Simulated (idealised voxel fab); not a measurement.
Module name: voxel self aligned contacts (process module)
In the cross-section labelled cut, the width is 205 nm and each square cell is 5 nm.
When this document writes out a cross-section, it uses a grid of square cells and lists it as bands, beginning at the top and moving down, with a band standing for one or more rows of cells. What a band's entry tells you: where the top is and where the bottom is, as heights in nm, and after that what lies inside, material by material from left to right, each with its width in nm. Empty space is written as the word "blank", and a single material marked with the word "edge to edge" occupies the band from edge to edge. The reference from which all heights are counted is 0, the level beneath which the as-received wafer is entirely one material; the lowest band, having no lower bound, proceeds downward and is written after the example "z 0 and below". Note: "30->40" means the width goes from the first number (top row of the band) to the second number (bottom row) in equal steps per row of cells. "remained the same" means the step left every cell of the cross-section as it was. Any empty space of 8 cells or more lacking an open way to the top shows up in "closed voids" as width x height at distance, distance from the left edge, in nm. Heads up: the bit after the settings on a step's line is the simulator's remark on that step. Steps that use a mask can have "overlay nm" on their line. It says how far the mask sat to the right of where it was meant to be. Negative means to the left.
# The planned process steps are enumerated hereunder
| 1 | RECEIVE, material Si |
| 2 | OXIDIZE, depth nm 5 |
| 3 | DIRECTIONAL_DEP, material polySi, thk nm 20 |
| 4 | DIRECTIONAL_DEP, material SiN, thk nm 15 |
| 5 | DIRECTIONAL_DEP, material aC, thk nm 10 |
| 6 | PATTERN, tone cover, mask id GATE, material resist, width nm 30, pitch nm 55, thk nm 25, overlay nm 0 |
| 7 | DIRECTIONAL_ETCH, etch materials aC, depth nm 10 |
| 8 | STRIP, etch materials resist |
| 9 | DIRECTIONAL_ETCH, etch materials SiN, depth nm 15 |
| 10 | DIRECTIONAL_ETCH, etch materials polySi, depth nm 20 |
| 11 | STRIP, etch materials aC |
| 12 | CONFORMAL_DEP, material SiN, thk nm 5 |
| 13 | DIRECTIONAL_ETCH, etch materials SiN, depth nm 5 |
| 14 | FILL_DEP, material SiO2, thk nm 15 |
| 15 | CMP, height nm 40 |
| 16 | DIRECTIONAL_DEP, material aC, thk nm 10 |
| 17 | PATTERN, tone open, mask id CONTACT, material resist, width nm 35, pitch nm 55, thk nm 30, overlay nm 0 |
| 18 | DIRECTIONAL_ETCH, etch materials aC, depth nm 10 |
| 19 | STRIP, etch materials resist |
| 20 | DIRECTIONAL_ETCH, etch materials SiO2, depth nm 45 |
| 21 | STRIP, etch materials aC |
| 22 | CONFORMAL_DEP, material TiN, thk nm 5 |
| 23 | FILL_DEP, material Ru, thk nm 10 |
| 24 | CMP, height nm 40 |
| 25 | CONFORMAL_DEP, material SiN, thk nm 5 |
The plan shows the thk nm of step 25 as the first wafer had it; this setting differs between the wafers, which start out alike.
# Here's the first of the wafers in cross-section, just as we got it, i.e. after step 1
  z 0 and below: Si edge to edge
  closed voids: none
# The cross-section of the first of several wafers is given below for the end of the module, after its final step, step 25
  z 45 to 40: SiN edge to edge
  z 40 to 35: SiO2 55 | TiN 15 | Ru 5 | TiN 15 | SiO2 20 | TiN 15 | Ru 5 | TiN 15 | SiO2 60
  z 35 to 20: SiO2 25 | SiN 40 | TiN 5 | Ru 5 | TiN 5 | SiN 40 | TiN 5 | Ru 5 | TiN 5 | SiN 40 | SiO2 30
  z 20 to 0: SiO2 25 | SiN 5 | polySi 30 | SiN 5 | TiN 5 | Ru 5 | TiN 5 | SiN 5 | polySi 30 | SiN 5 | TiN 5 | Ru 5 | TiN 5 | SiN 5 | polySi 30 | SiN 5 | SiO2 30
  z 0 to -5: SiO2 65 | TiN 15 | SiO2 40 | TiN 15 | SiO2 70
  z -5 and below: Si edge to edge
  closed voids: none
# A cross-section through the last wafer at the close of the module
  z 60 to 40: SiN edge to edge
  z 40 to 35: SiO2 55 | TiN 15 | Ru 5 | TiN 15 | SiO2 20 | TiN 15 | Ru 5 | TiN 15 | SiO2 60
  z 35 to 20: SiO2 25 | SiN 40 | TiN 5 | Ru 5 | TiN 5 | SiN 40 | TiN 5 | Ru 5 | TiN 5 | SiN 40 | SiO2 30
  z 20 to 0: SiO2 25 | SiN 5 | polySi 30 | SiN 5 | TiN 5 | Ru 5 | TiN 5 | SiN 5 | polySi 30 | SiN 5 | TiN 5 | Ru 5 | TiN 5 | SiN 5 | polySi 30 | SiN 5 | SiO2 30
  z 0 to -5: SiO2 65 | TiN 15 | SiO2 40 | TiN 15 | SiO2 70
  z -5 and below: Si edge to edge
  closed voids: none
# Heads up, this table goes wafer by wafer. A row tells you, at the end of the module, how many cells of each material that wafer has put on (+) or dropped (-) since it was received, and then its closed voids
thk nm 5; +16 Ru; -41 Si; +137 SiN; +139 SiO2; +46 TiN; +72 polySi; closed voids: none
thk nm 10; +16 Ru; -41 Si; +178 SiN; +139 SiO2; +46 TiN; +72 polySi; closed voids: none
thk nm 15; +16 Ru; -41 Si; +219 SiN; +139 SiO2; +46 TiN; +72 polySi; closed voids: none
thk nm 20; +16 Ru; -41 Si; +260 SiN; +139 SiO2; +46 TiN; +72 polySi; closed voids: none
